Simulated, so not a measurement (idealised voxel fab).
This section sets out a process module, namely voxel self aligned vias.
The cross-section on display is named cut; it measures 245 nm wide, and its cells are 5 nm squares.
Think of the cross-section as a grid of square cells. We describe it in bands, top to bottom, and each band covers one or more rows of those cells.
Heads up on the band format: heights come first, top then bottom, in nm. After that it's the materials left to right, each with its width in nm. A single material flagged "all across" fills the whole band edge to edge, and "empty" means there's empty space there.
The level at which height equals 0 is the one under which the wafer, as it arrives, is entirely one material. No lower edge exists for the bottom band, which continues downward and is notated as in "0 nm and below".
With a width like "30..40", each row of cells in the band differs from the next by the same amount, the top row carrying the first number and the bottom row the second.
A step reported as "nothing was modified" is a step in which no cell of the cross-section changed.
In the "Enclosed void inventory" entry, you get each enclosed empty space of 8 cells or more, one with no open way to the top, written width x height at distance, distance from the left edge, in nm.
It should be noted that, on the line of a given step, the content following the step's settings is a remark produced by the simulator itself with respect to that step.
When a step includes a mask, the "overlay nm" setting on its line states how far to the right of its planned place that mask lay, and negative values state how far to the left.

# The following list gives the planned process steps
step 1: RECEIVE with material Si
step 2: CONFORMAL_DEP with material SiO2, thk nm 15
step 3: CONFORMAL_DEP with material SiCN, thk nm 5
step 4: DIRECTIONAL_DEP with material lowk, thk nm 20
step 5: DIRECTIONAL_DEP with material aC, thk nm 10
step 6: PATTERN with tone open, mask id LINES, material resist, width nm 30, pitch nm 70, thk nm 30, overlay nm 0
step 7: DIRECTIONAL_ETCH with etch materials aC, depth nm 10
step 8: STRIP with etch materials resist
step 9: DIRECTIONAL_ETCH with etch materials lowk, depth nm 20
step 10: STRIP with etch materials aC
step 11: CONFORMAL_DEP with material TiN, thk nm 5
step 12: FILL_DEP with material W, thk nm 10
step 13: CMP with height nm 40
step 14: SELECTIVE_ETCH with etch materials W Ru TiN, depth nm 10
step 15: FILL_DEP with material SiN, thk nm 10
step 16: CMP with height nm 40
step 17: DIRECTIONAL_DEP with material lowk, thk nm 20
step 18: PATTERN with tone open, mask id VIAS, material resist, width nm 40, pitch nm 70, thk nm 15, overlay nm -15
step 19: DIRECTIONAL_ETCH with etch materials lowk, depth nm 20
step 20: DIRECTIONAL_ETCH with etch materials SiN, depth nm 10
step 21: STRIP with etch materials resist
step 22: CONFORMAL_DEP with material TiN, thk nm 5
step 23: FILL_DEP with material Ru, thk nm 10
step 24: CMP with height nm 60
step 25: CONFORMAL_DEP with material SiCN, thk nm 5
Be aware that, although all wafers share a common starting state, the overlay nm at step 18 differs among them, and the plan displays the first wafer's value.

# First of several wafers (as received, post step 1), cross-sectional view
* 0 nm and below  Si all across
* Enclosed void inventory: none

# Below: a row per wafer. Contents at end of module: for every material, cells gained since receipt (+) or lost since receipt (-); then closed voids
overlay nm -15, +66 Ru, +98 SiCN, +12 SiN, +147 SiO2, +78 TiN, +12 W, +224 lowk, Enclosed void inventory: none
overlay nm -10, +72 Ru, +98 SiCN, +6 SiN, +147 SiO2, +78 TiN, +12 W, +224 lowk, Enclosed void inventory: none
overlay nm -5, +78 Ru, +98 SiCN, +147 SiO2, +78 TiN, +12 W, +224 lowk, Enclosed void inventory: none
overlay nm 0, +78 Ru, +98 SiCN, +147 SiO2, +78 TiN, +12 W, +224 lowk, Enclosed void inventory: none
overlay nm 5, +78 Ru, +98 SiCN, +147 SiO2, +78 TiN, +12 W, +224 lowk, Enclosed void inventory: none
overlay nm 10, +72 Ru, +98 SiCN, +6 SiN, +147 SiO2, +78 TiN, +12 W, +224 lowk, Enclosed void inventory: none
overlay nm 15, +66 Ru, +98 SiCN, +12 SiN, +147 SiO2, +78 TiN, +12 W, +224 lowk, Enclosed void inventory: none
